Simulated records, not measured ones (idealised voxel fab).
Process module under the name voxel transistor to metal
Each square cell in cross-section cut measures 5 nm, and the section as a whole is 210 nm wide.
Each cross-section below is a grid of square cells, stated as bands in top-down order, with one or more rows of cells making up each band. For a band, the entry starts with two heights in nm, that of the top and then that of the bottom, and carries on with the band's materials in order from left to right, each alongside its width in nm; the word "throughout" beside a single material means it fills the band edge to edge, and "empty" means empty space. Ref level 0: as-received wafer is one material below here. Bottom band extends down with no lower bound ("0 down"). Width "30 to 40": first value at the band's top row of cells, second value at its bottom row, equal change from row to row. Key: "nothing was modified" - step with no changed cell in the cross-section. The label "Closed void listing" introduces a list of the empty spaces, 8 cells or larger, that have no open way up to the top; each entry in it reads width x height at distance, where the distance is taken from the left edge and all three are stated in nm. On a step's line, text after the settings is the simulator commenting on that step. Steps that use a mask can have "overlay nm" on their line. It says how far the mask sat to the right of where it was meant to be. Negative means to the left.
[These are the steps we planned for the process]
- 1: RECEIVE | material Si
- 2: CONFORMAL_DEP | material SiO2 | thk nm 5
- 3: CONFORMAL_DEP | material SiN | thk nm 10
- 4: MASKED_ETCH | tone cover | mask id ACTIVE | width nm 110 | etch materials SiN | depth nm 10 | overlay nm 0
- 5: MASKED_ETCH | tone cover | mask id ACTIVE | width nm 110 | etch materials SiO2 | depth nm 5 | overlay nm 0
- 6: MASKED_ETCH | tone cover | mask id ACTIVE | width nm 110 | etch materials Si | depth nm 25 | overlay nm 0
- 7: FILL_DEP | material SiO2 | thk nm 10
- 8: CMP | height nm 15
- 9: SELECTIVE_ETCH | etch materials SiO2 | depth nm 5
- 10: STRIP | etch materials SiN
- 11: SELECTIVE_ETCH | etch materials SiO2 | depth nm 5
- 12: OXIDIZE | depth nm 5
- 13: DIRECTIONAL_DEP | material polySi | thk nm 25
- 14: DIRECTIONAL_DEP | material SiCN | thk nm 15
- 15: MASKED_ETCH | tone cover | mask id GATE | width nm 30 | etch materials SiCN | depth nm 25 | overlay nm 0
- 16: MASKED_ETCH | tone cover | mask id GATE | width nm 30 | etch materials polySi | depth nm 35 | overlay nm 0
- 17: CONFORMAL_DEP | material SiN | thk nm 5
- 18: DIRECTIONAL_ETCH | etch materials SiN | depth nm 5
- 19: DIRECTIONAL_ETCH | etch materials SiO2 | depth nm 5
- 20: DIRECTIONAL_ETCH | etch materials Si | depth nm 15
- 21: EPI | material pSi | thk nm 15
- 22: FILL_DEP | material SiO2 | thk nm 5
- 23: CMP | height nm 25
- 24: STRIP | etch materials polySi
- 25: SELECTIVE_ETCH | etch materials SiO2 | depth nm 5
- 26: CONFORMAL_DEP | material HfO2 | thk nm 5
- 27: CONFORMAL_DEP | material TiN | thk nm 5
- 28: FILL_DEP | material W | thk nm 5
- 29: CMP | height nm 20
- 30: DIRECTIONAL_DEP | material SiO2 | thk nm 15
- 31: DIRECTIONAL_DEP | material aC | thk nm 15
- 32: PATTERN | tone open | mask id CONTACT | material resist | width nm 15 | pitch nm 75 | thk nm 35 | overlay nm 0
- 33: DIRECTIONAL_ETCH | etch materials aC | depth nm 15
- 34: STRIP | etch materials resist
- 35: DIRECTIONAL_ETCH | etch materials SiO2 | depth nm 40
- 36: STRIP | etch materials aC
- 37: CONFORMAL_DEP | material TiN | thk nm 5
- 38: FILL_DEP | material Ru | thk nm 10
- 39: CMP | height nm 35
- 40: CONFORMAL_DEP | material SiCN | thk nm 5
- 41: DIRECTIONAL_DEP | material lowk | thk nm 25
- 42: MASKED_ETCH | tone open | mask id METAL_1 | width nm 15 | pitch nm 75 | etch materials lowk | depth nm 25 | overlay nm 0
- 43: MASKED_ETCH | tone open | mask id METAL_1 | width nm 15 | pitch nm 75 | etch materials SiCN | depth nm 5 | overlay nm 0
- 44: CONFORMAL_DEP | material TiN | thk nm 5
- 45: FILL_DEP | material Cu | thk nm 10
- 46: CMP | height nm 65
- 47: CONFORMAL_DEP | material SiN | thk nm 5
[Wafer at receipt (post step 1), cross-section]
	0 down = Si throughout
	Closed void listing: none
[As-planned run: cross-section of the first of two wafers at end of module]
	70 to 65 = SiN throughout
	65 to 40 = 60 nm lowk, then 5 nm TiN, then 5 nm Cu, then 5 nm TiN, then 60 nm lowk, then 5 nm TiN, then 5 nm Cu, then 5 nm TiN, then 60 nm lowk
	40 to 35 = 60 nm SiCN, then 15 nm TiN, then 60 nm SiCN, then 15 nm TiN, then 60 nm SiCN
	35 to 20 = 60 nm SiO2, then 5 nm TiN, then 5 nm Ru, then 5 nm TiN, then 60 nm SiO2, then 5 nm TiN, then 5 nm Ru, then 5 nm TiN, then 60 nm SiO2
	20 to 15 = 60 nm SiO2, then 5 nm TiN, then 5 nm Ru, then 5 nm TiN, then 10 nm SiO2, then 5 nm SiN, then 5 nm HfO2, then 5 nm TiN, then 10 nm W, then 5 nm TiN, then 5 nm HfO2, then 5 nm SiN, then 10 nm SiO2, then 5 nm TiN, then 5 nm Ru, then 5 nm TiN, then 60 nm SiO2
	15 to 10 = 60 nm SiO2, then 15 nm TiN, then 10 nm SiO2, then 5 nm SiN, then 5 nm HfO2, then 5 nm TiN, then 10 nm W, then 5 nm TiN, then 5 nm HfO2, then 5 nm SiN, then 10 nm SiO2, then 15 nm TiN, then 60 nm SiO2
	10 to 5 = 60 nm SiO2, then 10 nm TiN, then 15 nm pSi, then 5 nm SiN, then 5 nm HfO2, then 5 nm TiN, then 10 nm W, then 5 nm TiN, then 5 nm HfO2, then 5 nm SiN, then 15 nm pSi, then 10 nm TiN, then 60 nm SiO2
	5 to 0 = 45 nm SiO2, then 5 nm SiN, then 10 nm SiO2, then 10 nm TiN, then 15 nm pSi, then 5 nm SiN, then 5 nm HfO2, then 20 nm TiN, then 5 nm HfO2, then 5 nm SiN, then 15 nm pSi, then 10 nm TiN, then 10 nm SiO2, then 5 nm SiN, then 45 nm SiO2
	0 to -5 = 60 nm SiO2, then 10 nm TiN, then 15 nm pSi, then 40 nm HfO2, then 15 nm pSi, then 10 nm TiN, then 60 nm SiO2
	-5 to -20 = 50 nm SiO2, then 35 nm pSi, then 40 nm Si, then 35 nm pSi, then 50 nm SiO2
	-20 to -25 = 50 nm SiO2, then 110 nm Si, then 50 nm SiO2
	-25 down = Si throughout
	Closed void listing: none
[End-of-module cross-section of the second wafer: identical starting point and process plan to the first, with one processing mistake]
	70 to 65 = SiN throughout
	65 to 60 = 60 nm SiCN, then 15 nm TiN, then 60 nm SiCN, then 15 nm TiN, then 60 nm SiCN
	60 to 35 = lowk throughout
	35 to 20 = 60 nm SiO2, then 5 nm TiN, then 5 nm Ru, then 5 nm TiN, then 60 nm SiO2, then 5 nm TiN, then 5 nm Ru, then 5 nm TiN, then 60 nm SiO2
	20 to 15 = 60 nm SiO2, then 5 nm TiN, then 5 nm Ru, then 5 nm TiN, then 10 nm SiO2, then 5 nm SiN, then 5 nm HfO2, then 5 nm TiN, then 10 nm W, then 5 nm TiN, then 5 nm HfO2, then 5 nm SiN, then 10 nm SiO2, then 5 nm TiN, then 5 nm Ru, then 5 nm TiN, then 60 nm SiO2
	15 to 10 = 60 nm SiO2, then 15 nm TiN, then 10 nm SiO2, then 5 nm SiN, then 5 nm HfO2, then 5 nm TiN, then 10 nm W, then 5 nm TiN, then 5 nm HfO2, then 5 nm SiN, then 10 nm SiO2, then 15 nm TiN, then 60 nm SiO2
	10 to 5 = 60 nm SiO2, then 10 nm TiN, then 15 nm pSi, then 5 nm SiN, then 5 nm HfO2, then 5 nm TiN, then 10 nm W, then 5 nm TiN, then 5 nm HfO2, then 5 nm SiN, then 15 nm pSi, then 10 nm TiN, then 60 nm SiO2
	5 to 0 = 45 nm SiO2, then 5 nm SiN, then 10 nm SiO2, then 10 nm TiN, then 15 nm pSi, then 5 nm SiN, then 5 nm HfO2, then 20 nm TiN, then 5 nm HfO2, then 5 nm SiN, then 15 nm pSi, then 10 nm TiN, then 10 nm SiO2, then 5 nm SiN, then 45 nm SiO2
	0 to -5 = 60 nm SiO2, then 10 nm TiN, then 15 nm pSi, then 40 nm HfO2, then 15 nm pSi, then 10 nm TiN, then 60 nm SiO2
	-5 to -20 = 50 nm SiO2, then 35 nm pSi, then 40 nm Si, then 35 nm pSi, then 50 nm SiO2
	-20 to -25 = 50 nm SiO2, then 110 nm Si, then 50 nm SiO2
	-25 down = Si throughout
	Closed void listing: none
Deviation from plan: note: step 40 <-> step 41, run order reversed vs plan
Final cells, second wafer relative to first, materials higher or lower: -10 Cu, -20 TiN, +30 lowk
